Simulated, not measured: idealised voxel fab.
process module | voxel lift off
cross-section cut | 140 nm wide | cells 5 nm
A cross-section is a grid of square cells, given in bands from the top down. A band is one or more rows of cells.
Each band's line starts with the height of the band's top and of its bottom, in nm. Then come its materials from left to right, each with its width in nm. One material with "throughout" fills the band from edge to edge. "air" is empty space.
Height 0 is the level under which the wafer as received is all one material. The lowest band goes on downwards, as in "0 down".
A width such as "30 to 40" changes by the same amount from each row of cells to the next, from the band's top row to its bottom row.
"no change" after a step means that no cell of the cross-section changed.
closed voids: empty space of 8 cells or more with no open way to the top, each as width x height at its distance from the left edge, in nm
after a step's settings: what the simulator itself notes on the step
overlay nm, on a step with a mask: how far to the right of its planned place the mask lay; to the left if negative
plan
1 op RECEIVE | material Si
2 op CONFORMAL_DEP | material Al2O3 | thk nm 10
3 op PATTERN | tone open | mask id LINES | material resist | width nm 25 | pitch nm 40 | thk nm 20 | overlay nm 0
4 op DIRECTIONAL_DEP | material Ru | thk nm 10
5 op STRIP | etch materials resist
6 op CONFORMAL_DEP | material SiO2 | thk nm 5
varied across the wafers: thk nm of step 6. The plan shows the first wafer's value. All wafers start alike
first wafer as received, after step 1
  0 down: Si throughout
  closed voids: none
each wafer at the end: cells of each material gained (+) or lost (-) since it was received, then its closed voids
thk nm 5 | +56 Al2O3 | +30 Ru | +40 SiO2 | closed voids: none
thk nm 10 | +56 Al2O3 | +30 Ru | +76 SiO2 | closed voids: none
thk nm 15 | +56 Al2O3 | +30 Ru | +108 SiO2 | closed voids: none
thk nm 20 | +56 Al2O3 | +30 Ru | +138 SiO2 | closed voids: none
thk nm 25 | +56 Al2O3 | +30 Ru | +166 SiO2 | closed voids: none
